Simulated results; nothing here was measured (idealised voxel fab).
Process module name: voxel wiring stack
The figure presents cross-section cut, which has a width of 230 nm and is divided into square cells with an edge length of 5 nm.
A cross-section in this document is a grid of square cells, and it is written down as bands, the top band listed before the ones below it; a band is made up of one or more rows of cells.
In this notation a band is specified by the heights of its top and bottom, in that order and in nm, after which its materials appear from left to right, each paired with its width in nm. The word "throughout" attached to a single material means that material fills the band from edge to edge; the word "empty" stands for empty space.
Heights from 0 (as-received wafer is one material below). Bottom band endless downward, as "from 0 down".
Note: "30->40" means the width goes from the first number (top row of the band) to the second number (bottom row) in equal steps per row of cells.
The designation "same as before", where it is given for a processing step, indicates that no cell of the cross-section was altered in the course of that step.
Each empty space that has no open way to the top and spans at least 8 cells appears under "Closed void table" as width x height at distance, the distance counted from the left edge, all in nm.
Formally, on a step line, whatever follows the settings is a remark that the simulator itself makes on the step.
What "overlay nm" on a step's line means: if the step has a mask, that mask lay this far to the right of its planned place, or, when the value is negative, to the left.

## Steps in the process plan
1: RECEIVE, material Si
2: CONFORMAL_DEP, material SiO2, thk nm 10
3: CONFORMAL_DEP, material SiCN, thk nm 5
4: DIRECTIONAL_DEP, material lowk, thk nm 25
5: DIRECTIONAL_DEP, material aC, thk nm 10
6: PATTERN, tone open, mask id METAL_1, material resist, width nm 30, pitch nm 45, thk nm 25, overlay nm 0
7: DIRECTIONAL_ETCH, etch materials aC, depth nm 10
8: STRIP, etch materials resist
9: DIRECTIONAL_ETCH, etch materials lowk, depth nm 25
10: DIRECTIONAL_ETCH, etch materials SiCN, depth nm 5
11: STRIP, etch materials aC
12: CONFORMAL_DEP, material TiN, thk nm 5
13: FILL_DEP, material Cu, thk nm 5
14: CMP, height nm 40
15: CONFORMAL_DEP, material SiCN, thk nm 5
16: DIRECTIONAL_DEP, material SiO2, thk nm 30
17: MASKED_ETCH, tone open, mask id METAL_2, width nm 30, pitch nm 45, etch materials SiO2, depth nm 20, overlay nm 0
18: DIRECTIONAL_DEP, material aC, thk nm 15
19: PATTERN, tone open, mask id METAL_2_HOLES, material resist, width nm 15, pitch nm 45, thk nm 30, overlay nm 0
20: DIRECTIONAL_ETCH, etch materials aC, depth nm 15
21: STRIP, etch materials resist
22: DIRECTIONAL_ETCH, etch materials SiO2, depth nm 10
23: DIRECTIONAL_ETCH, etch materials SiCN, depth nm 5
24: STRIP, etch materials aC
25: CONFORMAL_DEP, material TiN, thk nm 5
26: FILL_DEP, material Cu, thk nm 10
27: CMP, height nm 75
28: CONFORMAL_DEP, material SiCN, thk nm 5
29: DIRECTIONAL_DEP, material lowk, thk nm 30
30: MASKED_ETCH, tone open, mask id METAL_3, width nm 30, pitch nm 45, etch materials lowk, depth nm 20, overlay nm 0
31: DIRECTIONAL_DEP, material aC, thk nm 15
32: PATTERN, tone open, mask id METAL_3_HOLES, material resist, width nm 15, pitch nm 45, thk nm 30, overlay nm 0
33: DIRECTIONAL_ETCH, etch materials aC, depth nm 15
34: STRIP, etch materials resist
35: DIRECTIONAL_ETCH, etch materials lowk, depth nm 10
36: DIRECTIONAL_ETCH, etch materials SiCN, depth nm 5
37: STRIP, etch materials aC
38: CONFORMAL_DEP, material TiN, thk nm 5
39: FILL_DEP, material Ru, thk nm 5
40: CMP, height nm 110
41: CONFORMAL_DEP, material SiCN, thk nm 5

## Incoming wafer, cross-sectional view, post step 1
	from 0 down: Si throughout
	Closed void table: none

## Sectioned view, first of two wafers, at the close of the module, processed as intended in the plan
	from 115 to 110: SiCN throughout
	from 110 to 95: lowk 30 / TiN 5 / Ru 20 / TiN 5 / lowk 15 / TiN 5 / Ru 20 / TiN 5 / lowk 15 / TiN 5 / Ru 20 / TiN 5 / lowk 15 / TiN 5 / Ru 20 / TiN 5 / lowk 35
	from 95 to 90: lowk 30 / TiN 5 / Ru 5 / TiN 20 / lowk 15 / TiN 5 / Ru 5 / TiN 20 / lowk 15 / TiN 5 / Ru 5 / TiN 20 / lowk 15 / TiN 5 / Ru 5 / TiN 20 / lowk 35
	from 90 to 80: lowk 30 / TiN 5 / Ru 5 / TiN 5 / lowk 30 / TiN 5 / Ru 5 / TiN 5 / lowk 30 / TiN 5 / Ru 5 / TiN 5 / lowk 30 / TiN 5 / Ru 5 / TiN 5 / lowk 50
	from 80 to 75: SiCN 30 / TiN 15 / SiCN 30 / TiN 15 / SiCN 30 / TiN 15 / SiCN 30 / TiN 15 / SiCN 50
	from 75 to 60: SiO2 30 / TiN 5 / Cu 20 / TiN 5 / SiO2 15 / TiN 5 / Cu 20 / TiN 5 / SiO2 15 / TiN 5 / Cu 20 / TiN 5 / SiO2 15 / TiN 5 / Cu 20 / TiN 5 / SiO2 35
	from 60 to 55: SiO2 30 / TiN 5 / Cu 5 / TiN 20 / SiO2 15 / TiN 5 / Cu 5 / TiN 20 / SiO2 15 / TiN 5 / Cu 5 / TiN 20 / SiO2 15 / TiN 5 / Cu 5 / TiN 20 / SiO2 35
	from 55 to 45: SiO2 30 / TiN 5 / Cu 5 / TiN 5 / SiO2 30 / TiN 5 / Cu 5 / TiN 5 / SiO2 30 / TiN 5 / Cu 5 / TiN 5 / SiO2 30 / TiN 5 / Cu 5 / TiN 5 / SiO2 50
	from 45 to 40: SiCN 30 / TiN 15 / SiCN 30 / TiN 15 / SiCN 30 / TiN 15 / SiCN 30 / TiN 15 / SiCN 50
	from 40 to 15: lowk 30 / TiN 5 / Cu 20 / TiN 5 / lowk 15 / TiN 5 / Cu 20 / TiN 5 / lowk 15 / TiN 5 / Cu 20 / TiN 5 / lowk 15 / TiN 5 / Cu 20 / TiN 5 / lowk 35
	from 15 to 10: SiCN 30 / TiN 30 / SiCN 15 / TiN 30 / SiCN 15 / TiN 30 / SiCN 15 / TiN 30 / SiCN 35
	from 10 to 0: SiO2 throughout
	from 0 down: Si throughout
	Closed void table: none

## End of module, second wafer, cross-section. Started like the first, planned like the first, run with one mistake
	from 115 to 110: SiCN throughout
	from 110 to 95: lowk 30 / TiN 5 / Ru 20 / TiN 5 / lowk 15 / TiN 5 / Ru 20 / TiN 5 / lowk 15 / TiN 5 / Ru 20 / TiN 5 / lowk 15 / TiN 5 / Ru 20 / TiN 5 / lowk 35
	from 95 to 90: lowk 30 / TiN 5 / Ru 5 / TiN 20 / lowk 15 / TiN 5 / Ru 5 / TiN 20 / lowk 15 / TiN 5 / Ru 5 / TiN 20 / lowk 15 / TiN 5 / Ru 5 / TiN 20 / lowk 35
	from 90 to 80: lowk 30 / TiN 5 / Ru 5 / TiN 5 / lowk 30 / TiN 5 / Ru 5 / TiN 5 / lowk 30 / TiN 5 / Ru 5 / TiN 5 / lowk 30 / TiN 5 / Ru 5 / TiN 5 / lowk 50
	from 80 to 75: SiCN 30 / TiN 15 / SiCN 30 / TiN 15 / SiCN 30 / TiN 15 / SiCN 30 / TiN 15 / SiCN 50
	from 75 to 70: SiO2 30 / TiN 30 / SiO2 15 / TiN 30 / SiO2 15 / TiN 30 / SiO2 15 / TiN 30 / SiO2 35
	from 70 to 55: SiO2 30 / lowk 30 / SiO2 15 / lowk 30 / SiO2 15 / lowk 30 / SiO2 15 / lowk 30 / SiO2 35
	from 55 to 45: SiO2 throughout
	from 45 to 40: SiCN throughout
	from 40 to 15: lowk 30 / TiN 5 / Cu 20 / TiN 5 / lowk 15 / TiN 5 / Cu 20 / TiN 5 / lowk 15 / TiN 5 / Cu 20 / TiN 5 / lowk 15 / TiN 5 / Cu 20 / TiN 5 / lowk 35
	from 15 to 10: SiCN 30 / TiN 30 / SiCN 15 / TiN 30 / SiCN 15 / TiN 30 / SiCN 15 / TiN 30 / SiCN 35
	from 10 to 0: SiO2 throughout
	from 0 down: Si throughout
	Closed void table: none
Deviation noted in wafer processing: step 18: run off-plan, actual operation and settings DIRECTIONAL_DEP, material lowk, thk nm 15
End of process, cell counts, second wafer against first, materials with more or fewer: Cu: 60 fewer; SiCN: 12 more; SiO2: 24 more; TiN: 48 fewer; lowk: 72 more
